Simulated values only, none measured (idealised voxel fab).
A process module follows: voxel gate over fins.
cross-section cut | 265 nm wide | cells 5 nm
Each cross-section below is a grid of square cells, stated as bands in top-down order, with one or more rows of cells making up each band. Top height, bottom height, nm. Materials left to right, width each, nm. Single material + "edge to edge" = fills band edge to edge. "empty" = empty. It should be noted that heights are counted from 0, beneath which the wafer as supplied is of one material throughout, and that the lowest band possesses no lower boundary but continues downward, as written in "top 0, no bottom". The width entry "30 to 40" should be interpreted row by row: the top row of cells in the band takes the first number, the bottom row takes the second number, and the change between adjacent rows is uniform throughout. For the purposes of this document, the phrase "changes: none" attached to a step denotes that no cell within the cross-section was modified by that step. Basically, "closed voids" tells you about the enclosed voids: empty spaces with no open way to the top, 8 cells or bigger, each written width x height at distance, where distance is from the left edge, all in nm. after a step's settings: what the simulator itself notes on the step. overlay nm: how far to the right of its planned place the mask lay on this masked step (negative: to the left). Read each pair as before and after one process step. The after cross-section shows only down to the lowest band that changed. The step between them and its settings are given below the pair. Pairs can come from different runs of this module on the same starting wafer. A pair continues from the pair above only where its "Pre-step condition" entry says so.

Pre-step condition
> top 0, no bottom  Si edge to edge
> closed voids: none

Step Result
> top 5, bottom 0  SiN edge to edge
> Beneath the level 0, the cross-section is identical to its previous state.
> closed voids: none
the step between: op CONFORMAL_DEP | material SiN | thk nm 5

Pre-step condition: = after-state of the pair above.

Step Result
> top 5, bottom 0  95 nm empty, 15 nm SiN, 45 nm empty, 15 nm SiN, 95 nm empty
> Beneath the level 0, the cross-section is identical to its previous state.
> closed voids: none
the step between: op MASKED_ETCH | tone cover | mask id FINS | width nm 15 | pitch nm 60 | etch materials SiN | depth nm 5 | overlay nm 0

Pre-step condition: = after-state of the pair above.

Step Result
> top 5, bottom 0  95 nm empty, 15 nm SiN, 45 nm empty, 15 nm SiN, 95 nm empty
> top 0, bottom -30  95 nm empty, 15 nm Si, 45 nm empty, 15 nm Si, 95 nm empty
> Beneath the level -30, the cross-section is identical to its previous state.
> closed voids: none
the step between: op MASKED_ETCH | tone cover | mask id FINS | width nm 15 | pitch nm 60 | etch materials Si | depth nm 30 | overlay nm 0

Pre-step condition: = after-state of the pair above.

Step Result
> top 5, bottom 0  95 nm empty, 15 nm SiN, 45 nm empty, 15 nm SiN, 95 nm empty
> top 0, bottom -30  95 nm empty, 5 nm SiO2, 5 nm Si, 5 nm SiO2, 45 nm empty, 5 nm SiO2, 5 nm Si, 5 nm SiO2, 95 nm empty
> top -30, bottom -35  100 nm SiO2, 5 nm Si, 55 nm SiO2, 5 nm Si, 100 nm SiO2
> Beneath the level -35, the cross-section is identical to its previous state.
> closed voids: none
the step between: op OXIDIZE | depth nm 5

Pre-step condition: = after-state of the pair above.

Step Result
> top 10, bottom 5  SiO2 edge to edge
> top 5, bottom 0  95 nm SiO2, 15 nm SiN, 45 nm SiO2, 15 nm SiN, 95 nm SiO2
> top 0, bottom -35  100 nm SiO2, 5 nm Si, 55 nm SiO2, 5 nm Si, 100 nm SiO2
> Beneath the level -35, the cross-section is identical to its previous state.
> closed voids: none
the step between: op FILL_DEP | material SiO2 | thk nm 5

Pre-step condition: = after-state of the pair above.

Step Result
> top 5, bottom 0  95 nm SiO2, 15 nm SiN, 45 nm SiO2, 15 nm SiN, 95 nm SiO2
> Beneath the level 0, the cross-section is identical to its previous state.
> closed voids: none
the step between: op CMP | height nm 5

Pre-step condition: = after-state of the pair above.

Step Result
> top 20, bottom 5  125 nm resist, 15 nm empty, 125 nm resist
> Beneath the level 5, the cross-section is identical to its previous state.
> closed voids: none
the step between: op PATTERN | tone open | mask id RAIL | material resist | width nm 15 | thk nm 15 | overlay nm 0

Pre-step condition: = after-state of the pair above.

Step Result
> top 20, bottom 5  125 nm resist, 15 nm empty, 125 nm resist
> top 5, bottom 0  95 nm SiO2, 15 nm SiN, 15 nm SiO2, 15 nm empty, 15 nm SiO2, 15 nm SiN, 95 nm SiO2
> top 0, bottom -25  100 nm SiO2, 5 nm Si, 20 nm SiO2, 15 nm empty, 20 nm SiO2, 5 nm Si, 100 nm SiO2
> Beneath the level -25, the cross-section is identical to its previous state.
> closed voids: none
the step between: op DIRECTIONAL_ETCH | etch materials SiO2 | depth nm 30

Pre-step condition: = after-state of the pair above.

Step Result
> top 5, bottom 0  95 nm SiO2, 15 nm SiN, 15 nm SiO2, 15 nm empty, 15 nm SiO2, 15 nm SiN, 95 nm SiO2
> Beneath the level 0, the cross-section is identical to its previous state.
> closed voids: none
the step between: op STRIP | etch materials resist

Pre-step condition: = after-state of the pair above.

Step Result
> top 10, bottom 5  130 nm TiN, 5 nm empty, 130 nm TiN
> top 5, bottom 0  95 nm SiO2, 15 nm SiN, 15 nm SiO2, 5 nm TiN, 5 nm empty, 5 nm TiN, 15 nm SiO2, 15 nm SiN, 95 nm SiO2
> top 0, bottom -20  100 nm SiO2, 5 nm Si, 20 nm SiO2, 5 nm TiN, 5 nm empty, 5 nm TiN, 20 nm SiO2, 5 nm Si, 100 nm SiO2
> top -20, bottom -25  100 nm SiO2, 5 nm Si, 20 nm SiO2, 15 nm TiN, 20 nm SiO2, 5 nm Si, 100 nm SiO2
> Beneath the level -25, the cross-section is identical to its previous state.
> closed voids: none
the step between: op CONFORMAL_DEP | material TiN | thk nm 5

Pre-step condition: = after-state of the pair above.

Step Result
> top 15, bottom 10  W edge to edge
> top 10, bottom 5  130 nm TiN, 5 nm W, 130 nm TiN
> top 5, bottom 0  95 nm SiO2, 15 nm SiN, 15 nm SiO2, 5 nm TiN, 5 nm W, 5 nm TiN, 15 nm SiO2, 15 nm SiN, 95 nm SiO2
> top 0, bottom -20  100 nm SiO2, 5 nm Si, 20 nm SiO2, 5 nm TiN, 5 nm W, 5 nm TiN, 20 nm SiO2, 5 nm Si, 100 nm SiO2
> Beneath the level -20, the cross-section is identical to its previous state.
> closed voids: none
the step between: op FILL_DEP | material W | thk nm 5

Pre-step condition: = after-state of the pair above.

Step Result
> top 5, bottom 0  95 nm SiO2, 15 nm SiN, 15 nm SiO2, 5 nm TiN, 5 nm W, 5 nm TiN, 15 nm SiO2, 15 nm SiN, 95 nm SiO2
> Beneath the level 0, the cross-section is identical to its previous state.
> closed voids: none
the step between: op CMP | height nm 5

Pre-step condition: = after-state of the pair above.

Step Result
> top 5, bottom 0  95 nm SiO2, 15 nm SiN, 15 nm SiO2, 15 nm empty, 15 nm SiO2, 15 nm SiN, 95 nm SiO2
> top 0, bottom -20  100 nm SiO2, 5 nm Si, 20 nm SiO2, 15 nm empty, 20 nm SiO2, 5 nm Si, 100 nm SiO2
> Beneath the level -20, the cross-section is identical to its previous state.
> closed voids: none
the step between: op SELECTIVE_ETCH | etch materials W Ru TiN | depth nm 25

Pre-step condition: = after-state of the pair above.

Step Result
> top 10, bottom 5  SiO2 edge to edge
> top 5, bottom 0  95 nm SiO2, 15 nm SiN, 45 nm SiO2, 15 nm SiN, 95 nm SiO2
> top 0, bottom -20  100 nm SiO2, 5 nm Si, 55 nm SiO2, 5 nm Si, 100 nm SiO2
> Beneath the level -20, the cross-section is identical to its previous state.
> closed voids: none
the step between: op FILL_DEP | material SiO2 | thk nm 5

Pre-step condition: = after-state of the pair above.

Step Result
> top 5, bottom 0  95 nm SiO2, 15 nm SiN, 45 nm SiO2, 15 nm SiN, 95 nm SiO2
> Beneath the level 0, the cross-section is identical to its previous state.
> closed voids: none
the step between: op CMP | height nm 5

Pre-step condition: = after-state of the pair above.

Step Result
> top 5, bottom 0  95 nm empty, 15 nm SiN, 45 nm empty, 15 nm SiN, 95 nm empty
> top 0, bottom -10  100 nm empty, 5 nm Si, 55 nm empty, 5 nm Si, 100 nm empty
> Beneath the level -10, the cross-section is identical to its previous state.
> closed voids: none
the step between: op SELECTIVE_ETCH | etch materials SiO2 | depth nm 15

Pre-step condition: = after-state of the pair above.

Step Result
> top 0, bottom -10  100 nm empty, 5 nm Si, 55 nm empty, 5 nm Si, 100 nm empty
> Beneath the level -10, the cross-section is identical to its previous state.
> closed voids: none
the step between: op STRIP | etch materials SiN

Pre-step condition: = after-state of the pair above.

Step Result
> top 5, bottom 0  95 nm empty, 15 nm HfO2, 45 nm empty, 15 nm HfO2, 95 nm empty
> top 0, bottom -5  95 nm empty, 5 nm HfO2, 5 nm Si, 5 nm HfO2, 45 nm empty, 5 nm HfO2, 5 nm Si, 5 nm HfO2, 95 nm empty
> top -5, bottom -10  100 nm HfO2, 5 nm Si, 55 nm HfO2, 5 nm Si, 100 nm HfO2
> Beneath the level -10, the cross-section is identical to its previous state.
> closed voids: none
the step between: op CONFORMAL_DEP | material HfO2 | thk nm 5

Pre-step condition: = after-state of the pair above.

Step Result
> top 10, bottom 5  90 nm empty, 25 nm TiN, 35 nm empty, 25 nm TiN, 90 nm empty
> top 5, bottom 0  90 nm empty, 5 nm TiN, 15 nm HfO2, 5 nm TiN, 35 nm empty, 5 nm TiN, 15 nm HfO2, 5 nm TiN, 90 nm empty
> top 0, bottom -5  95 nm TiN, 5 nm HfO2, 5 nm Si, 5 nm HfO2, 45 nm TiN, 5 nm HfO2, 5 nm Si, 5 nm HfO2, 95 nm TiN
> Beneath the level -5, the cross-section is identical to its previous state.
> closed voids: none
the step between: op CONFORMAL_DEP | material TiN | thk nm 5

Pre-step condition: = after-state of the pair above.

Step Result
> top 15, bottom 10  85 nm empty, 35 nm TiAl, 25 nm empty, 35 nm TiAl, 85 nm empty
> top 10, bottom 5  85 nm empty, 5 nm TiAl, 25 nm TiN, 5 nm TiAl, 25 nm empty, 5 nm TiAl, 25 nm TiN, 5 nm TiAl, 85 nm empty
> top 5, bottom 0  90 nm TiAl, 5 nm TiN, 15 nm HfO2, 5 nm TiN, 35 nm TiAl, 5 nm TiN, 15 nm HfO2, 5 nm TiN, 90 nm TiAl
> Beneath the level 0, the cross-section is identical to its previous state.
> closed voids: none
the step between: op CONFORMAL_DEP | material TiAl | thk nm 5

Pre-step condition: = after-state of the pair above.

Step Result
> top 20, bottom 15  80 nm empty, 45 nm TiN, 15 nm empty, 45 nm TiN, 80 nm empty
> top 15, bottom 10  80 nm empty, 5 nm TiN, 35 nm TiAl, 5 nm TiN, 15 nm empty, 5 nm TiN, 35 nm TiAl, 5 nm TiN, 80 nm empty
> top 10, bottom 5  85 nm TiN, 5 nm TiAl, 25 nm TiN, 5 nm TiAl, 25 nm TiN, 5 nm TiAl, 25 nm TiN, 5 nm TiAl, 85 nm TiN
> Beneath the level 5, the cross-section is identical to its previous state.
> closed voids: none
the step between: op CONFORMAL_DEP | material TiN | thk nm 5

Pre-step condition: = after-state of the pair above.

Step Result
> top 30, bottom 20  W edge to edge
> top 20, bottom 15  80 nm W, 45 nm TiN, 15 nm W, 45 nm TiN, 80 nm W
> top 15, bottom 10  80 nm W, 5 nm TiN, 35 nm TiAl, 5 nm TiN, 15 nm W, 5 nm TiN, 35 nm TiAl, 5 nm TiN, 80 nm W
> Beneath the level 10, the cross-section is identical to its previous state.
> closed voids: none
the step between: op FILL_DEP | material W | thk nm 10

Pre-step condition: = after-state of the pair above.

Step Result
> top 25, bottom 20  W edge to edge
> Beneath the level 20, the cross-section is identical to its previous state.
> closed voids: none
the step between: op CMP | height nm 25

Pre-step condition: = after-state of the pair above.

Step Result
> top 30, bottom 25  SiN edge to edge
> Beneath the level 25, the cross-section is identical to its previous state.
> closed voids: none
the step between: op CONFORMAL_DEP | material SiN | thk nm 5

Pre-step condition
> top 0, bottom -10  100 nm empty, 5 nm Si, 55 nm empty, 5 nm Si, 100 nm empty
> top -10, bottom -20  100 nm SiO2, 5 nm Si, 55 nm SiO2, 5 nm Si, 100 nm SiO2
> top -20, bottom -25  100 nm SiO2, 5 nm Si, 20 nm SiO2, 15 nm TiN, 20 nm SiO2, 5 nm Si, 100 nm SiO2
> top -25, bottom -35  100 nm SiO2, 5 nm Si, 55 nm SiO2, 5 nm Si, 100 nm SiO2
> top -35, no bottom  Si edge to edge
> closed voids: none

Step Result
> top 5, bottom 0  95 nm empty, 15 nm TiN, 45 nm empty, 15 nm TiN, 95 nm empty
> top 0, bottom -5  95 nm empty, 5 nm TiN, 5 nm Si, 5 nm TiN, 45 nm empty, 5 nm TiN, 5 nm Si, 5 nm TiN, 95 nm empty
> top -5, bottom -10  100 nm TiN, 5 nm Si, 55 nm TiN, 5 nm Si, 100 nm TiN
> Beneath the level -10, the cross-section is identical to its previous state.
> closed voids: none
the step between: op CONFORMAL_DEP | material TiN | thk nm 5

Pre-step condition: = after-state of the pair above.

Step Result
> top 10, bottom 5  90 nm empty, 25 nm TiAl, 35 nm empty, 25 nm TiAl, 90 nm empty
> top 5, bottom 0  90 nm empty, 5 nm TiAl, 15 nm TiN, 5 nm TiAl, 35 nm empty, 5 nm TiAl, 15 nm TiN, 5 nm TiAl, 90 nm empty
> top 0, bottom -5  95 nm TiAl, 5 nm TiN, 5 nm Si, 5 nm TiN, 45 nm TiAl, 5 nm TiN, 5 nm Si, 5 nm TiN, 95 nm TiAl
> Beneath the level -5, the cross-section is identical to its previous state.
> closed voids: none
the step between: op CONFORMAL_DEP | material TiAl | thk nm 5

Pre-step condition: = after-state of the pair above.

Step Result
> top 15, bottom 10  85 nm empty, 35 nm TiN, 25 nm empty, 35 nm TiN, 85 nm empty
> top 10, bottom 5  85 nm empty, 5 nm TiN, 25 nm TiAl, 5 nm TiN, 25 nm empty, 5 nm TiN, 25 nm TiAl, 5 nm TiN, 85 nm empty
> top 5, bottom 0  90 nm TiN, 5 nm TiAl, 15 nm TiN, 5 nm TiAl, 35 nm TiN, 5 nm TiAl, 15 nm TiN, 5 nm TiAl, 90 nm TiN
> Beneath the level 0, the cross-section is identical to its previous state.
> closed voids: none
the step between: op CONFORMAL_DEP | material TiN | thk nm 5

Pre-step condition: = after-state of the pair above.

Step Result
> top 25, bottom 15  W edge to edge
> top 15, bottom 10  85 nm W, 35 nm TiN, 25 nm W, 35 nm TiN, 85 nm W
> top 10, bottom 5  85 nm W, 5 nm TiN, 25 nm TiAl, 5 nm TiN, 25 nm W, 5 nm TiN, 25 nm TiAl, 5 nm TiN, 85 nm W
> Beneath the level 5, the cross-section is identical to its previous state.
> closed voids: none
the step between: op FILL_DEP | material W | thk nm 10

Pre-step condition: = after-state of the pair above.

Step Result
> top 30, bottom 25  SiN edge to edge
> Beneath the level 25, the cross-section is identical to its previous state.
> closed voids: none
the step between: op CONFORMAL_DEP | material SiN | thk nm 5

Pre-step condition
> top 5, bottom 0  95 nm empty, 15 nm SiN, 45 nm empty, 15 nm SiN, 95 nm empty
> top 0, bottom -30  95 nm empty, 15 nm Si, 45 nm empty, 15 nm Si, 95 nm empty
> top -30, no bottom  Si edge to edge
> closed voids: none

Step Result
> top 5, bottom 0  95 nm empty, 15 nm SiN, 45 nm empty, 15 nm SiN, 95 nm empty
> top 0, bottom -60  95 nm empty, 15 nm Si, 45 nm empty, 15 nm Si, 95 nm empty
> Beneath the level -60, the cross-section is identical to its previous state.
> closed voids: none
the step between: op MASKED_ETCH | tone cover | mask id FINS | width nm 15 | pitch nm 60 | etch materials Si | depth nm 30 | overlay nm 0

Pre-step condition: = after-state of the pair above.

Step Result
> top 5, bottom 0  95 nm empty, 15 nm SiN, 45 nm empty, 15 nm SiN, 95 nm empty
> top 0, bottom -60  95 nm empty, 5 nm SiO2, 5 nm Si, 5 nm SiO2, 45 nm empty, 5 nm SiO2, 5 nm Si, 5 nm SiO2, 95 nm empty
> top -60, bottom -65  100 nm SiO2, 5 nm Si, 55 nm SiO2, 5 nm Si, 100 nm SiO2
> Beneath the level -65, the cross-section is identical to its previous state.
> closed voids: none
the step between: op OXIDIZE | depth nm 5

Pre-step condition: = after-state of the pair above.

Step Result
> top 10, bottom 5  SiO2 edge to edge
> top 5, bottom 0  95 nm SiO2, 15 nm SiN, 45 nm SiO2, 15 nm SiN, 95 nm SiO2
> top 0, bottom -65  100 nm SiO2, 5 nm Si, 55 nm SiO2, 5 nm Si, 100 nm SiO2
> Beneath the level -65, the cross-section is identical to its previous state.
> closed voids: none
the step between: op FILL_DEP | material SiO2 | thk nm 5

Pre-step condition: = after-state of the pair above.

Step Result
> top 5, bottom 0  95 nm SiO2, 15 nm SiN, 45 nm SiO2, 15 nm SiN, 95 nm SiO2
> Beneath the level 0, the cross-section is identical to its previous state.
> closed voids: none
the step between: op CMP | height nm 5

Pre-step condition: = after-state of the pair above.

Step Result
> top 20, bottom 5  125 nm resist, 15 nm empty, 125 nm resist
> Beneath the level 5, the cross-section is identical to its previous state.
> closed voids: none
the step between: op PATTERN | tone open | mask id RAIL | material resist | width nm 15 | thk nm 15 | overlay nm 0

Pre-step condition: = after-state of the pair above.

Step Result
> top 20, bottom 5  125 nm resist, 15 nm empty, 125 nm resist
> top 5, bottom 0  95 nm SiO2, 15 nm SiN, 15 nm SiO2, 15 nm empty, 15 nm SiO2, 15 nm SiN, 95 nm SiO2
> top 0, bottom -25  100 nm SiO2, 5 nm Si, 20 nm SiO2, 15 nm empty, 20 nm SiO2, 5 nm Si, 100 nm SiO2
> Beneath the level -25, the cross-section is identical to its previous state.
> closed voids: none
the step between: op DIRECTIONAL_ETCH | etch materials SiO2 | depth nm 30

Pre-step condition: = after-state of the pair above.

Step Result
> top 5, bottom 0  95 nm SiO2, 15 nm SiN, 15 nm SiO2, 15 nm empty, 15 nm SiO2, 15 nm SiN, 95 nm SiO2
> Beneath the level 0, the cross-section is identical to its previous state.
> closed voids: none
the step between: op STRIP | etch materials resist

Pre-step condition: = after-state of the pair above.

Step Result
> top 10, bottom 5  130 nm TiN, 5 nm empty, 130 nm TiN
> top 5, bottom 0  95 nm SiO2, 15 nm SiN, 15 nm SiO2, 5 nm TiN, 5 nm empty, 5 nm TiN, 15 nm SiO2, 15 nm SiN, 95 nm SiO2
> top 0, bottom -20  100 nm SiO2, 5 nm Si, 20 nm SiO2, 5 nm TiN, 5 nm empty, 5 nm TiN, 20 nm SiO2, 5 nm Si, 100 nm SiO2
> top -20, bottom -25  100 nm SiO2, 5 nm Si, 20 nm SiO2, 15 nm TiN, 20 nm SiO2, 5 nm Si, 100 nm SiO2
> Beneath the level -25, the cross-section is identical to its previous state.
> closed voids: none
the step between: op CONFORMAL_DEP | material TiN | thk nm 5

Pre-step condition: = after-state of the pair above.

Step Result
> top 15, bottom 10  W edge to edge
> top 10, bottom 5  130 nm TiN, 5 nm W, 130 nm TiN
> top 5, bottom 0  95 nm SiO2, 15 nm SiN, 15 nm SiO2, 5 nm TiN, 5 nm W, 5 nm TiN, 15 nm SiO2, 15 nm SiN, 95 nm SiO2
> top 0, bottom -20  100 nm SiO2, 5 nm Si, 20 nm SiO2, 5 nm TiN, 5 nm W, 5 nm TiN, 20 nm SiO2, 5 nm Si, 100 nm SiO2
> Beneath the level -20, the cross-section is identical to its previous state.
> closed voids: none
the step between: op FILL_DEP | material W | thk nm 5

Pre-step condition: = after-state of the pair above.

Step Result
> top 5, bottom 0  95 nm SiO2, 15 nm SiN, 15 nm SiO2, 5 nm TiN, 5 nm W, 5 nm TiN, 15 nm SiO2, 15 nm SiN, 95 nm SiO2
> Beneath the level 0, the cross-section is identical to its previous state.
> closed voids: none
the step between: op CMP | height nm 5

Pre-step condition: = after-state of the pair above.

Step Result
> top 5, bottom 0  95 nm SiO2, 15 nm SiN, 15 nm SiO2, 15 nm empty, 15 nm SiO2, 15 nm SiN, 95 nm SiO2
> top 0, bottom -20  100 nm SiO2, 5 nm Si, 20 nm SiO2, 15 nm empty, 20 nm SiO2, 5 nm Si, 100 nm SiO2
> Beneath the level -20, the cross-section is identical to its previous state.
> closed voids: none
the step between: op SELECTIVE_ETCH | etch materials W Ru TiN | depth nm 25

Pre-step condition: = after-state of the pair above.

Step Result
> top 10, bottom 5  SiO2 edge to edge
> top 5, bottom 0  95 nm SiO2, 15 nm SiN, 45 nm SiO2, 15 nm SiN, 95 nm SiO2
> top 0, bottom -20  100 nm SiO2, 5 nm Si, 55 nm SiO2, 5 nm Si, 100 nm SiO2
> Beneath the level -20, the cross-section is identical to its previous state.
> closed voids: none
the step between: op FILL_DEP | material SiO2 | thk nm 5

Pre-step condition: = after-state of the pair above.

Step Result
> top 5, bottom 0  95 nm SiO2, 15 nm SiN, 45 nm SiO2, 15 nm SiN, 95 nm SiO2
> Beneath the level 0, the cross-section is identical to its previous state.
> closed voids: none
the step between: op CMP | height nm 5

Pre-step condition: = after-state of the pair above.

Step Result
> top 5, bottom 0  95 nm empty, 15 nm SiN, 45 nm empty, 15 nm SiN, 95 nm empty
> top 0, bottom -10  100 nm empty, 5 nm Si, 55 nm empty, 5 nm Si, 100 nm empty
> Beneath the level -10, the cross-section is identical to its previous state.
> closed voids: none
the step between: op SELECTIVE_ETCH | etch materials SiO2 | depth nm 15

Pre-step condition: = after-state of the pair above.

Step Result
> top 0, bottom -10  100 nm empty, 5 nm Si, 55 nm empty, 5 nm Si, 100 nm empty
> Beneath the level -10, the cross-section is identical to its previous state.
> closed voids: none
the step between: op STRIP | etch materials SiN

Pre-step condition: = after-state of the pair above.

Step Result
> top 5, bottom 0  95 nm empty, 15 nm HfO2, 45 nm empty, 15 nm HfO2, 95 nm empty
> top 0, bottom -5  95 nm empty, 5 nm HfO2, 5 nm Si, 5 nm HfO2, 45 nm empty, 5 nm HfO2, 5 nm Si, 5 nm HfO2, 95 nm empty
> top -5, bottom -10  100 nm HfO2, 5 nm Si, 55 nm HfO2, 5 nm Si, 100 nm HfO2
> Beneath the level -10, the cross-section is identical to its previous state.
> closed voids: none
the step between: op CONFORMAL_DEP | material HfO2 | thk nm 5

Pre-step condition: = after-state of the pair above.

Step Result
> top 10, bottom 5  90 nm empty, 25 nm TiN, 35 nm empty, 25 nm TiN, 90 nm empty
> top 5, bottom 0  90 nm empty, 5 nm TiN, 15 nm HfO2, 5 nm TiN, 35 nm empty, 5 nm TiN, 15 nm HfO2, 5 nm TiN, 90 nm empty
> top 0, bottom -5  95 nm TiN, 5 nm HfO2, 5 nm Si, 5 nm HfO2, 45 nm TiN, 5 nm HfO2, 5 nm Si, 5 nm HfO2, 95 nm TiN
> Beneath the level -5, the cross-section is identical to its previous state.
> closed voids: none
the step between: op CONFORMAL_DEP | material TiN | thk nm 5

Pre-step condition: = after-state of the pair above.

Step Result
> top 15, bottom 10  85 nm empty, 35 nm TiAl, 25 nm empty, 35 nm TiAl, 85 nm empty
> top 10, bottom 5  85 nm empty, 5 nm TiAl, 25 nm TiN, 5 nm TiAl, 25 nm empty, 5 nm TiAl, 25 nm TiN, 5 nm TiAl, 85 nm empty
> top 5, bottom 0  90 nm TiAl, 5 nm TiN, 15 nm HfO2, 5 nm TiN, 35 nm TiAl, 5 nm TiN, 15 nm HfO2, 5 nm TiN, 90 nm TiAl
> Beneath the level 0, the cross-section is identical to its previous state.
> closed voids: none
the step between: op CONFORMAL_DEP | material TiAl | thk nm 5

Pre-step condition: = after-state of the pair above.

Step Result
> top 20, bottom 15  80 nm empty, 45 nm TiN, 15 nm empty, 45 nm TiN, 80 nm empty
> top 15, bottom 10  80 nm empty, 5 nm TiN, 35 nm TiAl, 5 nm TiN, 15 nm empty, 5 nm TiN, 35 nm TiAl, 5 nm TiN, 80 nm empty
> top 10, bottom 5  85 nm TiN, 5 nm TiAl, 25 nm TiN, 5 nm TiAl, 25 nm TiN, 5 nm TiAl, 25 nm TiN, 5 nm TiAl, 85 nm TiN
> Beneath the level 5, the cross-section is identical to its previous state.
> closed voids: none
the step between: op CONFORMAL_DEP | material TiN | thk nm 5

Pre-step condition: = after-state of the pair above.

Step Result
> top 30, bottom 20  W edge to edge
> top 20, bottom 15  80 nm W, 45 nm TiN, 15 nm W, 45 nm TiN, 80 nm W
> top 15, bottom 10  80 nm W, 5 nm TiN, 35 nm TiAl, 5 nm TiN, 15 nm W, 5 nm TiN, 35 nm TiAl, 5 nm TiN, 80 nm W
> Beneath the level 10, the cross-section is identical to its previous state.
> closed voids: none
the step between: op FILL_DEP | material W | thk nm 10

Pre-step condition: = after-state of the pair above.

Step Result
> top 25, bottom 20  W edge to edge
> Beneath the level 20, the cross-section is identical to its previous state.
> closed voids: none
the step between: op CMP | height nm 25

Pre-step condition: = after-state of the pair above.

Step Result
> top 30, bottom 25  SiN edge to edge
> Beneath the level 25, the cross-section is identical to its previous state.
> closed voids: none
the step between: op CONFORMAL_DEP | material SiN | thk nm 5

Pre-step condition
> top 5, bottom 0  95 nm empty, 15 nm HfO2, 45 nm empty, 15 nm HfO2, 95 nm empty
> top 0, bottom -5  95 nm empty, 5 nm HfO2, 5 nm Si, 5 nm HfO2, 45 nm empty, 5 nm HfO2, 5 nm Si, 5 nm HfO2, 95 nm empty
> top -5, bottom -10  100 nm HfO2, 5 nm Si, 55 nm HfO2, 5 nm Si, 100 nm HfO2
> top -10, bottom -20  100 nm SiO2, 5 nm Si, 55 nm SiO2, 5 nm Si, 100 nm SiO2
> top -20, bottom -25  100 nm SiO2, 5 nm Si, 20 nm SiO2, 15 nm TiN, 20 nm SiO2, 5 nm Si, 100 nm SiO2
> top -25, bottom -35  100 nm SiO2, 5 nm Si, 55 nm SiO2, 5 nm Si, 100 nm SiO2
> top -35, no bottom  Si edge to edge
> closed voids: none

Step Result
> top 10, bottom 5  90 nm empty, 25 nm TiAl, 35 nm empty, 25 nm TiAl, 90 nm empty
> top 5, bottom 0  90 nm empty, 5 nm TiAl, 15 nm HfO2, 5 nm TiAl, 35 nm empty, 5 nm TiAl, 15 nm HfO2, 5 nm TiAl, 90 nm empty
> top 0, bottom -5  95 nm TiAl, 5 nm HfO2, 5 nm Si, 5 nm HfO2, 45 nm TiAl, 5 nm HfO2, 5 nm Si, 5 nm HfO2, 95 nm TiAl
> Beneath the level -5, the cross-section is identical to its previous state.
> closed voids: none
the step between: op CONFORMAL_DEP | material TiAl | thk nm 5

Pre-step condition: = after-state of the pair above.

Step Result
> top 15, bottom 10  85 nm empty, 35 nm TiN, 25 nm empty, 35 nm TiN, 85 nm empty
> top 10, bottom 5  85 nm empty, 5 nm TiN, 25 nm TiAl, 5 nm TiN, 25 nm empty, 5 nm TiN, 25 nm TiAl, 5 nm TiN, 85 nm empty
> top 5, bottom 0  90 nm TiN, 5 nm TiAl, 15 nm HfO2, 5 nm TiAl, 35 nm TiN, 5 nm TiAl, 15 nm HfO2, 5 nm TiAl, 90 nm TiN
> Beneath the level 0, the cross-section is identical to its previous state.
> closed voids: none
the step between: op CONFORMAL_DEP | material TiN | thk nm 5

Pre-step condition: = after-state of the pair above.

Step Result
> top 20, bottom 10  80 nm empty, 45 nm TiN, 15 nm empty, 45 nm TiN, 80 nm empty
> top 10, bottom 5  90 nm TiN, 25 nm TiAl, 35 nm TiN, 25 nm TiAl, 90 nm TiN
> Beneath the level 5, the cross-section is identical to its previous state.
> closed voids: none
the step between: op CONFORMAL_DEP | material TiN | thk nm 5

Pre-step condition: = after-state of the pair above.

Step Result
> top 30, bottom 20  W edge to edge
> top 20, bottom 10  80 nm W, 45 nm TiN, 15 nm W, 45 nm TiN, 80 nm W
> Beneath the level 10, the cross-section is identical to its previous state.
> closed voids: none
the step between: op FILL_DEP | material W | thk nm 10

Pre-step condition: = after-state of the pair above.

Step Result
> top 25, bottom 20  W edge to edge
> Beneath the level 20, the cross-section is identical to its previous state.
> closed voids: none
the step between: op CMP | height nm 25

Pre-step condition: = after-state of the pair above.

Step Result
> top 30, bottom 25  SiN edge to edge
> Beneath the level 25, the cross-section is identical to its previous state.
> closed voids: none
the step between: op CONFORMAL_DEP | material SiN | thk nm 5

Pre-step condition
> top 10, bottom 5  90 nm empty, 25 nm TiN, 35 nm empty, 25 nm TiN, 90 nm empty
> top 5, bottom 0  90 nm empty, 5 nm TiN, 15 nm HfO2, 5 nm TiN, 35 nm empty, 5 nm TiN, 15 nm HfO2, 5 nm TiN, 90 nm empty
> top 0, bottom -5  95 nm TiN, 5 nm HfO2, 5 nm Si, 5 nm HfO2, 45 nm TiN, 5 nm HfO2, 5 nm Si, 5 nm HfO2, 95 nm TiN
> top -5, bottom -10  100 nm HfO2, 5 nm Si, 55 nm HfO2, 5 nm Si, 100 nm HfO2
> top -10, bottom -20  100 nm SiO2, 5 nm Si, 55 nm SiO2, 5 nm Si, 100 nm SiO2
> top -20, bottom -25  100 nm SiO2, 5 nm Si, 20 nm SiO2, 15 nm TiN, 20 nm SiO2, 5 nm Si, 100 nm SiO2
> top -25, bottom -35  100 nm SiO2, 5 nm Si, 55 nm SiO2, 5 nm Si, 100 nm SiO2
> top -35, no bottom  Si edge to edge
> closed voids: none

Step Result
> top 25, bottom 15  75 nm empty, 55 nm TiAl, 5 nm empty, 55 nm TiAl, 75 nm empty
> top 15, bottom 10  TiAl edge to edge
> top 10, bottom 5  90 nm TiAl, 25 nm TiN, 35 nm TiAl, 25 nm TiN, 90 nm TiAl
> top 5, bottom 0  90 nm TiAl, 5 nm TiN, 15 nm HfO2, 5 nm TiN, 35 nm TiAl, 5 nm TiN, 15 nm HfO2, 5 nm TiN, 90 nm TiAl
> Beneath the level 0, the cross-section is identical to its previous state.
> closed voids: none
the step between: op CONFORMAL_DEP | material TiAl | thk nm 15

Pre-step condition: = after-state of the pair above.

Step Result
> top 30, bottom 25  70 nm empty, 125 nm TiN, 70 nm empty
> top 25, bottom 20  70 nm empty, 5 nm TiN, 55 nm TiAl, 5 nm TiN, 55 nm TiAl, 5 nm TiN, 70 nm empty
> top 20, bottom 15  75 nm TiN, 55 nm TiAl, 5 nm TiN, 55 nm TiAl, 75 nm TiN
> Beneath the level 15, the cross-section is identical to its previous state.
> closed voids: none
the step between: op CONFORMAL_DEP | material TiN | thk nm 5

Pre-step condition: = after-state of the pair above.

Step Result
> top 40, bottom 30  W edge to edge
> top 30, bottom 25  70 nm W, 125 nm TiN, 70 nm W
> top 25, bottom 20  70 nm W, 5 nm TiN, 55 nm TiAl, 5 nm TiN, 55 nm TiAl, 5 nm TiN, 70 nm W
> Beneath the level 20, the cross-section is identical to its previous state.
> closed voids: none
the step between: op FILL_DEP | material W | thk nm 10
